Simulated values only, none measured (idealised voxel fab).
process module | voxel gate over fins
cross-section cut | 180 nm wide | cells 5 nm
A cross-section is a grid of square cells, given in bands from the top down. A band is one or more rows of cells.
Each band's line starts with the height of the band's top and of its bottom, in nm. Then come its materials from left to right, each with its width in nm. One material with "throughout" fills the band from edge to edge. "air" is empty space.
Height 0 is the level under which the wafer as received is all one material. The lowest band goes on downwards, as in "0 down".
A width such as "30 to 40" changes by the same amount from each row of cells to the next, from the band's top row to its bottom row.
"no change" after a step means that no cell of the cross-section changed.
closed voids: empty space of 8 cells or more with no open way to the top, each as width x height at its distance from the left edge, in nm
after a step's settings: what the simulator itself notes on the step
overlay nm, on a step with a mask: how far to the right of its planned place the mask lay; to the left if negative
plan
1 op RECEIVE | material Si
2 op CONFORMAL_DEP | material SiN | thk nm 10
3 op PATTERN | tone cover | mask id FINS | material resist | width nm 15 | pitch nm 35 | thk nm 20 | overlay nm 0
4 op DIRECTIONAL_ETCH | etch materials SiN | depth nm 10
5 op DIRECTIONAL_ETCH | etch materials Si | depth nm 35
6 op STRIP | etch materials resist
7 op OXIDIZE | depth nm 5
8 op FILL_DEP | material SiO2 | thk nm 5
9 op CMP | height nm 10
10 op SELECTIVE_ETCH | etch materials SiO2 | depth nm 25
11 op STRIP | etch materials SiN
12 op CONFORMAL_DEP | material HfO2 | thk nm 5
13 op CONFORMAL_DEP | material TiN | thk nm 5
14 op FILL_DEP | material W | thk nm 10
15 op CMP | height nm 15
16 op CONFORMAL_DEP | material SiN | thk nm 5
as received, after step 1
  0 down: Si throughout
  closed voids: none
a wafer at the end: this start, this plan, one mistake
  20 to 15: SiN throughout
  15 to 10: W throughout
  10 to 5: W 25 | TiN 30 | W 5 | TiN 30 | W 5 | TiN 30 | W 5 | TiN 30 | W 20
  5 to 0: W 25 | TiN 5 | HfO2 20 | TiN 5 | W 5 | TiN 5 | HfO2 20 | TiN 5 | W 5 | TiN 5 | HfO2 20 | TiN 5 | W 5 | TiN 5 | HfO2 20 | TiN 5 | W 20
  0 to -5: W 25 | TiN 5 | HfO2 5 | Si 10 | HfO2 5 | TiN 5 | W 5 | TiN 5 | HfO2 5 | Si 10 | HfO2 5 | TiN 5 | W 5 | TiN 5 | HfO2 5 | Si 10 | HfO2 5 | TiN 5 | W 5 | TiN 5 | HfO2 5 | Si 10 | HfO2 5 | TiN 5 | W 20
  -5 to -10: TiN 30 | HfO2 5 | Si 10 | HfO2 5 | TiN 15 | HfO2 5 | Si 10 | HfO2 5 | TiN 15 | HfO2 5 | Si 10 | HfO2 5 | TiN 15 | HfO2 5 | Si 10 | HfO2 5 | TiN 25
  -10 to -15: HfO2 35 | Si 10 | HfO2 25 | Si 10 | HfO2 25 | Si 10 | HfO2 25 | Si 10 | HfO2 30
  -15 to -40: SiO2 35 | Si 10 | SiO2 25 | Si 10 | SiO2 25 | Si 10 | SiO2 25 | Si 10 | SiO2 30
  -40 down: Si throughout
  closed voids: none
what went wrong: step 3 ran as: op PATTERN | tone cover | mask id FINS | material resist | width nm 20 | pitch nm 35 | thk nm 20 | overlay nm 0
